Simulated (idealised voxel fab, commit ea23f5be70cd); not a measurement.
Module name: voxel self aligned contacts (process module)
Shown is cross-section cut, with a width of 285 nm and square cells of size 5 nm.
In what follows, cross-sections appear as grids of square cells, described through bands that run from the top down, where every band is one or more rows of cells. Each band's line starts with the height of the band's top and of its bottom, in nm. Then come its materials from left to right, each with its width in nm. One material with "throughout" fills the band from edge to edge. "air" is empty space. Height is counted from the level 0, under which the received wafer is composed throughout of one material. The lowest of the bands is not closed at the bottom but continues downward, in the notation "from 0 down". A two-number width, for instance "30..40", indicates that the width is equal to the first number in the top row of the band and to the second number in the bottom row, and that it changes by a constant amount per row of cells. The designation "remains unaltered", where it is given for a processing step, indicates that no cell of the cross-section was altered in the course of that step. Entry "Listed closed voids" = empty spaces >= 8 cells with no open way to the top; each as width x height at distance, distance from left edge, all nm. Text after the settings on a step's line: the simulator's own remark on that step. overlay nm: mask right of planned place by this much (step with mask). Neg. = left.

The steps planned for the process are as follows:
1) RECEIVE (material Si)
2) OXIDIZE (depth nm 5)
3) DIRECTIONAL_DEP (material polySi; thk nm 30)
4) DIRECTIONAL_DEP (material SiN; thk nm 20)
5) MASKED_ETCH (tone cover; mask id GATE; width nm 25; pitch nm 60; etch materials SiN; depth nm 20; overlay nm 0)
6) MASKED_ETCH (tone cover; mask id GATE; width nm 25; pitch nm 60; etch materials polySi; depth nm 30; overlay nm 0)
7) CONFORMAL_DEP (material SiN; thk nm 5)
8) DIRECTIONAL_ETCH (etch materials SiN; depth nm 5)
9) FILL_DEP (material SiO2; thk nm 15)
10) CMP (height nm 60)
11) DIRECTIONAL_DEP (material aC; thk nm 10)
12) PATTERN (tone open; mask id CONTACT; material resist; width nm 45; thk nm 30; overlay nm 0)
13) DIRECTIONAL_ETCH (etch materials aC; depth nm 10)
14) STRIP (etch materials resist)
15) DIRECTIONAL_ETCH (etch materials SiO2; depth nm 65)
16) STRIP (etch materials aC)
17) CONFORMAL_DEP (material TiN; thk nm 5)
18) FILL_DEP (material W; thk nm 10)
19) CMP (height nm 60)
20) CONFORMAL_DEP (material SiCN; thk nm 5)
Variable across wafers: step 17 thk nm (plan value is that of the first wafer; starting state common to all).

First wafer as received, after step 1:
	from 0 down  Si throughout
	Listed closed voids: none

After the module's final step, step 20: the first of several wafers in cross-section:
	from 65 to 60  SiCN throughout
	from 60 to 50  SiO2 120 nm, then TiN 5..15 nm, then W 35..15 nm, then TiN 5..15 nm, then SiO2 120 nm
	from 50 to 30  SiO2 95 nm, then SiN 35 nm, then TiN 5 nm, then W 15 nm, then TiN 5 nm, then SiN 35 nm, then SiO2 95 nm
	from 30 to 0  SiO2 95 nm, then SiN 5 nm, then polySi 25 nm, then SiN 5 nm, then TiN 5 nm, then W 15 nm, then TiN 5 nm, then SiN 5 nm, then polySi 25 nm, then SiN 5 nm, then SiO2 95 nm
	from 0 to -5  SiO2 130 nm, then TiN 25 nm, then SiO2 130 nm
	from -5 down  Si throughout
	Listed closed voids: none

Showing the last wafer in cross-section at the end of the module:
	from 65 to 60  SiCN throughout
	from 60 to 50  SiO2 120 nm, then TiN 45 nm, then SiO2 120 nm
	from 50 to 30  SiO2 95 nm, then SiN 35 nm, then TiN 25 nm, then SiN 35 nm, then SiO2 95 nm
	from 30 to 0  SiO2 95 nm, then SiN 5 nm, then polySi 25 nm, then SiN 5 nm, then TiN 25 nm, then SiN 5 nm, then polySi 25 nm, then SiN 5 nm, then SiO2 95 nm
	from 0 to -5  SiO2 130 nm, then TiN 25 nm, then SiO2 130 nm
	from -5 down  Si throughout
	Listed closed voids: none

Note: the following table is arranged by wafer, a row apiece. Each row reports the end-of-module state: per material, cells gained (+) or cells lost (-) compared with the wafer as received; closed voids follow:
thk nm 5, -57 Si, +57 SiCN, +80 SiN, +528 SiO2, +33 TiN, +40 W, +60 polySi, Listed closed voids: none
thk nm 10, -57 Si, +57 SiCN, +80 SiN, +528 SiO2, +62 TiN, +11 W, +60 polySi, Listed closed voids: none
thk nm 15, -57 Si, +57 SiCN, +80 SiN, +528 SiO2, +73 TiN, +60 polySi, Listed closed voids: none
thk nm 20, -57 Si, +57 SiCN, +80 SiN, +528 SiO2, +73 TiN, +60 polySi, Listed closed voids: none
